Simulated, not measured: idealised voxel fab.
This section sets out a process module, namely voxel self aligned vias.
180 nm wide, 5 nm square cells: that's cross-section cut.
Reading order for cross-sections: top band down to bottom band. Underlying form: a grid of square cells. Band size: one or more rows of cells. Within each band entry, the heights of the top and of the bottom of the band appear first, in that order and in nm; the materials of the band then follow from left to right, each with its corresponding width in nm. The designation "all across" on a single material indicates that it fills the band from edge to edge; the designation "blank" indicates empty space. Height datum 0, below which the as-received substrate wafer is one material. Lowest band open at the bottom, running downward: "0 down". Width: "30 to 40" (first number = top row, second number = bottom row, same change from row to row of cells). The designation "remains unaltered", where it is given for a processing step, indicates that no cell of the cross-section was altered in the course of that step. Entry "Voids, enclosed". Content: empty spaces with no open connection to the top, size 8 cells or greater. Each: width x height at distance. Distance: from left edge. Unit: nm. On a step's line, text after the settings is the simulator commenting on that step. You can add "overlay nm" to a step's line. For a step with a mask, it describes how far the mask lay to the right of its planned position, and a negative number describes a lay to the left.
[These are the steps we planned for the process]
1: RECEIVE (material Si)
2: CONFORMAL_DEP (material SiO2; thk nm 10)
3: CONFORMAL_DEP (material SiCN; thk nm 5)
4: DIRECTIONAL_DEP (material lowk; thk nm 20)
5: MASKED_ETCH (tone open; mask id LINES; width nm 25; pitch nm 65; etch materials lowk; depth nm 20; overlay nm 0)
6: CONFORMAL_DEP (material TiN; thk nm 5)
7: FILL_DEP (material W; thk nm 5)
8: CMP (height nm 35)
9: SELECTIVE_ETCH (etch materials W Ru TiN; depth nm 10)
10: FILL_DEP (material SiN; thk nm 5)
11: CMP (height nm 35)
12: DIRECTIONAL_DEP (material lowk; thk nm 15)
13: MASKED_ETCH (tone open; mask id VIAS; width nm 35; etch materials lowk; depth nm 15; overlay nm 0)
14: MASKED_ETCH (tone open; mask id VIAS; width nm 35; etch materials SiN; depth nm 10; overlay nm -15)
15: CONFORMAL_DEP (material TiN; thk nm 5)
16: FILL_DEP (material W; thk nm 5)
17: CMP (height nm 50)
18: CONFORMAL_DEP (material SiN; thk nm 5)
Where the wafers of this document differ is in the overlay nm of step 14; they start out the same, and the plan states the value that applied to the first wafer.
[First of several wafers, received after step 1, in cross-section]
    0 down = Si all across
    Voids, enclosed: none
[The table below has one row for each wafer; a row shows, as of the end of the module, how many cells of each material the wafer has gained, marked (+), or lost, marked (-), since it was received, and then the wafer's closed voids]
overlay nm -15; +36 SiCN; +50 SiN; +72 SiO2; +29 TiN; +18 W; +191 lowk; Voids, enclosed: none
overlay nm -10; +36 SiCN; +48 SiN; +72 SiO2; +29 TiN; +20 W; +191 lowk; Voids, enclosed: none
overlay nm -5; +36 SiCN; +46 SiN; +72 SiO2; +29 TiN; +22 W; +191 lowk; Voids, enclosed: none
overlay nm 0; +36 SiCN; +46 SiN; +72 SiO2; +29 TiN; +22 W; +191 lowk; Voids, enclosed: none
overlay nm 5; +36 SiCN; +46 SiN; +72 SiO2; +29 TiN; +22 W; +191 lowk; Voids, enclosed: none
overlay nm 10; +36 SiCN; +48 SiN; +72 SiO2; +29 TiN; +20 W; +191 lowk; Voids, enclosed: none
overlay nm 15; +36 SiCN; +50 SiN; +72 SiO2; +29 TiN; +18 W; +191 lowk; Voids, enclosed: none
